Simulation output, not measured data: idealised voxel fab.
Presented below is a process module, voxel double patterning.
Section cut is 150 nm wide and gridded with 5 nm square cells.
Cross-section format: a grid of square cells, given as bands from top to bottom; each band is one or more rows of cells. Read a band's entry like this: the first values are the height of its top and the height of its bottom in nm, and what follows is the sequence of materials from left to right, each with its width in nm. Note that "air" is empty space, and that a single material marked "full width" reaches across the band from edge to edge. Where do heights start? At 0: under that level the wafer as delivered is made of one material only. And the lowest band has no floor; it just carries on downward, as in "z 0 and below". A two-number width, for instance "30->40", indicates that the width is equal to the first number in the top row of the band and to the second number in the bottom row, and that it changes by a constant amount per row of cells. The designation "no modifications", where it is given for a processing step, indicates that no cell of the cross-section was altered in the course of that step. Enclosed voids (no open way to top), threshold 8 cells or more, entry "Cavities, closed", notation width x height at distance, distance from left edge, nm. It should be noted that, on the line of a given step, the content following the step's settings is a remark produced by the simulator itself with respect to that step. overlay nm: how far to the right of its planned place the mask lay on this masked step (negative: to the left).
**The planned process steps are enumerated hereunder**
1,RECEIVE with material Si
2,CONFORMAL_DEP with material SiN, thk nm 5
3,DIRECTIONAL_DEP with material SiO2, thk nm 20
4,DIRECTIONAL_DEP with material SiCN, thk nm 5
5,DIRECTIONAL_DEP with material aC, thk nm 10
6,PATTERN with tone open, mask id FIRST, material resist, width nm 15, pitch nm 50, thk nm 25, overlay nm 0
7,DIRECTIONAL_ETCH with etch materials aC, depth nm 10
8,STRIP with etch materials resist
9,DIRECTIONAL_ETCH with etch materials SiCN, depth nm 5
10,STRIP with etch materials aC
11,PATTERN with tone open, mask id SECOND, material resist, width nm 15, pitch nm 50, thk nm 15, overlay nm 0
12,DIRECTIONAL_ETCH with etch materials SiCN, depth nm 5
13,STRIP with etch materials resist
14,DIRECTIONAL_ETCH with etch materials SiO2, depth nm 20
15,STRIP with etch materials SiCN
**Concerning the first of two wafers, which was run in accordance with the plan**
**Wafer cross-section on receipt, i.e. after step 1**
    z 0 and below = Si full width
    Cavities, closed: none
**Cross-section of the wafer after step 2**
    z 5 to 0 = SiN full width
    Below 0, the layers are the same as they were.
**Cross-section of the wafer after step 3**
    z 25 to 5 = SiO2 full width
    Below 5, the layers are the same as they were.
**Cross-section of the wafer after step 4**
    z 30 to 25 = SiCN full width
    Below 25, the layers are the same as they were.
**Cross-section of the wafer after step 5**
    z 40 to 30 = aC full width
    Below 30, the layers are the same as they were.
**Cross-section of the wafer after step 6**
    z 65 to 40 = 15 nm resist; 15 nm air; 35 nm resist; 15 nm air; 35 nm resist; 15 nm air; 20 nm resist
    Below 40, the layers are the same as they were.
**Cross-section of the wafer after step 7**
    z 55 to 40 = 15 nm resist; 15 nm air; 35 nm resist; 15 nm air; 35 nm resist; 15 nm air; 20 nm resist
    z 40 to 30 = 15 nm aC; 15 nm air; 35 nm aC; 15 nm air; 35 nm aC; 15 nm air; 20 nm aC
    Below 30, the layers are the same as they were.
**Cross-section of the wafer after step 8**
    z 40 to 30 = 15 nm aC; 15 nm air; 35 nm aC; 15 nm air; 35 nm aC; 15 nm air; 20 nm aC
    Below 30, the layers are the same as they were.
**Cross-section of the wafer after step 9**
    z 40 to 30 = 15 nm aC; 15 nm air; 35 nm aC; 15 nm air; 35 nm aC; 15 nm air; 20 nm aC
    z 30 to 25 = 15 nm SiCN; 15 nm air; 35 nm SiCN; 15 nm air; 35 nm SiCN; 15 nm air; 20 nm SiCN
    Below 25, the layers are the same as they were.
**Cross-section of the wafer after step 10**
    z 30 to 25 = 15 nm SiCN; 15 nm air; 35 nm SiCN; 15 nm air; 35 nm SiCN; 15 nm air; 20 nm SiCN
    Below 25, the layers are the same as they were.
**Cross-section of the wafer after step 11**
    z 45 to 30 = 40 nm resist; 15 nm air; 35 nm resist; 15 nm air; 45 nm resist
    z 30 to 25 = 15 nm SiCN; 15 nm resist; 35 nm SiCN; 15 nm resist; 35 nm SiCN; 15 nm resist; 20 nm SiCN
    Below 25, the layers are the same as they were.
**Cross-section of the wafer after step 12**
    z 45 to 30 = 40 nm resist; 15 nm air; 35 nm resist; 15 nm air; 45 nm resist
    z 30 to 25 = 15 nm SiCN; 15 nm resist; 10 nm SiCN; 15 nm air; 10 nm SiCN; 15 nm resist; 10 nm SiCN; 15 nm air; 10 nm SiCN; 15 nm resist; 20 nm SiCN
    Below 25, the layers are the same as they were.
**Cross-section of the wafer after step 13**
    z 30 to 25 = 15 nm SiCN; 15 nm air; 10 nm SiCN; 15 nm air; 10 nm SiCN; 15 nm air; 10 nm SiCN; 15 nm air; 10 nm SiCN; 15 nm air; 20 nm SiCN
    Below 25, the layers are the same as they were.
**Cross-section of the wafer after step 14**
    z 30 to 25 = 15 nm SiCN; 15 nm air; 10 nm SiCN; 15 nm air; 10 nm SiCN; 15 nm air; 10 nm SiCN; 15 nm air; 10 nm SiCN; 15 nm air; 20 nm SiCN
    z 25 to 5 = 15 nm SiO2; 15 nm air; 10 nm SiO2; 15 nm air; 10 nm SiO2; 15 nm air; 10 nm SiO2; 15 nm air; 10 nm SiO2; 15 nm air; 20 nm SiO2
    Below 5, the layers are the same as they were.
**Cross-section of the wafer after step 15**
    z 25 to 5 = 15 nm SiO2; 15 nm air; 10 nm SiO2; 15 nm air; 10 nm SiO2; 15 nm air; 10 nm SiO2; 15 nm air; 10 nm SiO2; 15 nm air; 20 nm SiO2
    Below 5, the layers are the same as they were.
**What follows concerns the second wafer, which started out like the first and was meant to follow the very same plan; one mistake crept in when it was run, but everything up to and including step 1 is the same as for the first wafer**
**Second wafer, sectioned view, at step 2's planned end time**
    z 5 to 0 = aC full width
    Below 0, the layers are the same as they were.
**Second wafer, sectioned view, at step 3's planned end time**
    z 25 to 5 = SiO2 full width
    Below 5, the layers are the same as they were.
**Second wafer, sectioned view, at step 4's planned end time**
    z 30 to 25 = SiCN full width
    Below 25, the layers are the same as they were.
**Second wafer, sectioned view, at step 5's planned end time**
    z 40 to 30 = aC full width
    Below 30, the layers are the same as they were.
**Second wafer, sectioned view, at step 6's planned end time**
    z 65 to 40 = 15 nm resist; 15 nm air; 35 nm resist; 15 nm air; 35 nm resist; 15 nm air; 20 nm resist
    Below 40, the layers are the same as they were.
**Second wafer, sectioned view, at step 7's planned end time**
    z 55 to 40 = 15 nm resist; 15 nm air; 35 nm resist; 15 nm air; 35 nm resist; 15 nm air; 20 nm resist
    z 40 to 30 = 15 nm aC; 15 nm air; 35 nm aC; 15 nm air; 35 nm aC; 15 nm air; 20 nm aC
    Below 30, the layers are the same as they were.
**Second wafer, sectioned view, at step 8's planned end time**
    z 40 to 30 = 15 nm aC; 15 nm air; 35 nm aC; 15 nm air; 35 nm aC; 15 nm air; 20 nm aC
    Below 30, the layers are the same as they were.
**Second wafer, sectioned view, at step 9's planned end time**
    z 40 to 30 = 15 nm aC; 15 nm air; 35 nm aC; 15 nm air; 35 nm aC; 15 nm air; 20 nm aC
    z 30 to 25 = 15 nm SiCN; 15 nm air; 35 nm SiCN; 15 nm air; 35 nm SiCN; 15 nm air; 20 nm SiCN
    Below 25, the layers are the same as they were.
**Second wafer, sectioned view, at step 10's planned end time**
    z 30 to 25 = 15 nm SiCN; 15 nm air; 35 nm SiCN; 15 nm air; 35 nm SiCN; 15 nm air; 20 nm SiCN
    Below 25, the layers are the same as they were.
**Second wafer, sectioned view, at step 11's planned end time**
    z 45 to 30 = 40 nm resist; 15 nm air; 35 nm resist; 15 nm air; 45 nm resist
    z 30 to 25 = 15 nm SiCN; 15 nm resist; 35 nm SiCN; 15 nm resist; 35 nm SiCN; 15 nm resist; 20 nm SiCN
    Below 25, the layers are the same as they were.
**Second wafer, sectioned view, at step 12's planned end time**
    z 45 to 30 = 40 nm resist; 15 nm air; 35 nm resist; 15 nm air; 45 nm resist
    z 30 to 25 = 15 nm SiCN; 15 nm resist; 10 nm SiCN; 15 nm air; 10 nm SiCN; 15 nm resist; 10 nm SiCN; 15 nm air; 10 nm SiCN; 15 nm resist; 20 nm SiCN
    Below 25, the layers are the same as they were.
**Second wafer, sectioned view, at step 13's planned end time**
    z 30 to 25 = 15 nm SiCN; 15 nm air; 10 nm SiCN; 15 nm air; 10 nm SiCN; 15 nm air; 10 nm SiCN; 15 nm air; 10 nm SiCN; 15 nm air; 20 nm SiCN
    Below 25, the layers are the same as they were.
**Second wafer, sectioned view, at step 14's planned end time**
    z 30 to 25 = 15 nm SiCN; 15 nm air; 10 nm SiCN; 15 nm air; 10 nm SiCN; 15 nm air; 10 nm SiCN; 15 nm air; 10 nm SiCN; 15 nm air; 20 nm SiCN
    z 25 to 5 = 15 nm SiO2; 15 nm air; 10 nm SiO2; 15 nm air; 10 nm SiO2; 15 nm air; 10 nm SiO2; 15 nm air; 10 nm SiO2; 15 nm air; 20 nm SiO2
    Below 5, the layers are the same as they were.
**Second wafer, sectioned view, at step 15's planned end time**
    z 25 to 5 = 15 nm SiO2; 15 nm air; 10 nm SiO2; 15 nm air; 10 nm SiO2; 15 nm air; 10 nm SiO2; 15 nm air; 10 nm SiO2; 15 nm air; 20 nm SiO2
    Below 5, the layers are the same as they were.
So what did we get wrong on this run? note that step 2 departed from the planned setting and was carried out as CONFORMAL_DEP with material aC, thk nm 5
Count the cells at the end and the second wafer has more or fewer of some materials than the first: SiN -30 | aC +30
